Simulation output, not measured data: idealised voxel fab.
Herein follows the process module entitled voxel spacer lines.
300 nm wide, 5 nm square cells: that's cross-section cut.
Heads up, the way a cross-section reads in here is a grid of square cells, handed over as bands from the top down, with every band being one or more rows of cells. Band: top height; bottom height; in nm. Then, left to right: material with width in nm, for each material. "full width": a single material spanning edge to edge. "blank": empty space. Heights are expressed relative to 0, this being the level below which the as-received wafer comprises one material exclusively. The lowest band is unbounded in the downward direction and is denoted as in "from 0 down". The width entry "30..40" should be interpreted row by row: the top row of cells in the band takes the first number, the bottom row takes the second number, and the change between adjacent rows is uniform throughout. What does "remained the same" mean for a step? It means no cell of the cross-section changed in that step. "closed voids" contains a list of empty spaces, each no smaller than 8 cells and without an open way to the top, written in the form width x height at distance with the distance from the left edge and all three in nm. Formally, on a step line, whatever follows the settings is a remark that the simulator itself makes on the step. "overlay nm" on a masked step: distance the mask lay right of its planned place, negative for left.
-- The process steps that were planned are listed below
1: RECEIVE | material Si
2: CONFORMAL_DEP | material Al2O3 | thk nm 5
3: DIRECTIONAL_DEP | material TiN | thk nm 15
4: DIRECTIONAL_DEP | material aC | thk nm 25
5: PATTERN | tone cover | mask id MANDREL | material resist | width nm 15 | pitch nm 60 | thk nm 30 | overlay nm 0
6: DIRECTIONAL_ETCH | etch materials aC | depth nm 25
7: STRIP | etch materials resist
8: CONFORMAL_DEP | material SiO2 | thk nm 15
9: DIRECTIONAL_ETCH | etch materials SiO2 | depth nm 15
10: STRIP | etch materials aC
11: DIRECTIONAL_ETCH | etch materials TiN | depth nm 15
12: STRIP | etch materials SiO2
-- First of two wafers, with the run carried out as planned
-- Incoming wafer in cross-section (state: after step 1)
    from 0 down  Si full width
    closed voids: none
-- After step 2, in cross-section
    from 5 to 0  Al2O3 full width
    Everything under 0 stays put, no change at all.
-- After step 3, in cross-section
    from 20 to 5  TiN full width
    Everything under 5 stays put, no change at all.
-- After step 4, in cross-section
    from 45 to 20  aC full width
    Everything under 20 stays put, no change at all.
-- After step 5, in cross-section
    from 75 to 45  110 blank, 15 resist, 45 blank, 15 resist, 115 blank
    Everything under 45 stays put, no change at all.
-- After step 6, in cross-section
    from 50 to 45  110 blank, 15 resist, 45 blank, 15 resist, 115 blank
    from 45 to 20  110 blank, 15 aC, 45 blank, 15 aC, 115 blank
    Everything under 20 stays put, no change at all.
-- After step 7, in cross-section
    from 45 to 20  110 blank, 15 aC, 45 blank, 15 aC, 115 blank
    Everything under 20 stays put, no change at all.
-- After step 8, in cross-section
    from 60 to 45  95 blank, 45 SiO2, 15 blank, 45 SiO2, 100 blank
    from 45 to 35  95 blank, 15 SiO2, 15 aC, 15 SiO2, 15 blank, 15 SiO2, 15 aC, 15 SiO2, 100 blank
    from 35 to 20  110 SiO2, 15 aC, 45 SiO2, 15 aC, 115 SiO2
    Everything under 20 stays put, no change at all.
-- After step 9, in cross-section
    from 45 to 20  95 blank, 15 SiO2, 15 aC, 15 SiO2, 15 blank, 15 SiO2, 15 aC, 15 SiO2, 100 blank
    Everything under 20 stays put, no change at all.
-- After step 10, in cross-section
    from 45 to 20  95 blank, 15 SiO2, 15 blank, 15 SiO2, 15 blank, 15 SiO2, 15 blank, 15 SiO2, 100 blank
    Everything under 20 stays put, no change at all.
-- After step 11, in cross-section
    from 45 to 20  95 blank, 15 SiO2, 15 blank, 15 SiO2, 15 blank, 15 SiO2, 15 blank, 15 SiO2, 100 blank
    from 20 to 5  95 blank, 15 TiN, 15 blank, 15 TiN, 15 blank, 15 TiN, 15 blank, 15 TiN, 100 blank
    Everything under 5 stays put, no change at all.
-- After step 12, in cross-section
    from 20 to 5  95 blank, 15 TiN, 15 blank, 15 TiN, 15 blank, 15 TiN, 15 blank, 15 TiN, 100 blank
    Everything under 5 stays put, no change at all.
-- Second wafer - shared start and plan with the first - one error in running - same as the first up to step 4 inclusive
-- Cross-section of the second wafer corresponding to the planned conclusion of step 5
    from 75 to 45  110 resist, 15 blank, 45 resist, 15 blank, 115 resist
    Everything under 45 stays put, no change at all.
-- Cross-section of the second wafer corresponding to the planned conclusion of step 6
    from 50 to 45  110 resist, 15 blank, 45 resist, 15 blank, 115 resist
    from 45 to 20  110 aC, 15 blank, 45 aC, 15 blank, 115 aC
    Everything under 20 stays put, no change at all.
-- Cross-section of the second wafer corresponding to the planned conclusion of step 7
    from 45 to 20  110 aC, 15 blank, 45 aC, 15 blank, 115 aC
    Everything under 20 stays put, no change at all.
-- Cross-section of the second wafer corresponding to the planned conclusion of step 8
    from 60 to 45  SiO2 full width
    from 45 to 20  110 aC, 15 SiO2, 45 aC, 15 SiO2, 115 aC
    Everything under 20 stays put, no change at all.
-- Cross-section of the second wafer corresponding to the planned conclusion of step 9
    from 45 to 20  110 aC, 15 SiO2, 45 aC, 15 SiO2, 115 aC
    Everything under 20 stays put, no change at all.
-- Cross-section of the second wafer corresponding to the planned conclusion of step 10
    from 45 to 20  110 blank, 15 SiO2, 45 blank, 15 SiO2, 115 blank
    Everything under 20 stays put, no change at all.
-- Cross-section of the second wafer corresponding to the planned conclusion of step 11
    from 45 to 20  110 blank, 15 SiO2, 45 blank, 15 SiO2, 115 blank
    from 20 to 5  110 blank, 15 TiN, 45 blank, 15 TiN, 115 blank
    Everything under 5 stays put, no change at all.
-- Cross-section of the second wafer corresponding to the planned conclusion of step 12
    from 20 to 5  110 blank, 15 TiN, 45 blank, 15 TiN, 115 blank
    Everything under 5 stays put, no change at all.
What broke from the plan during processing? step 5 changed vs plan, executed as PATTERN | tone open | mask id MANDREL | material resist | width nm 15 | pitch nm 60 | thk nm 30 | overlay nm 0
The closing comparison, in cells, has the second wafer with more or fewer of some materials than the first: TiN: 18 fewer
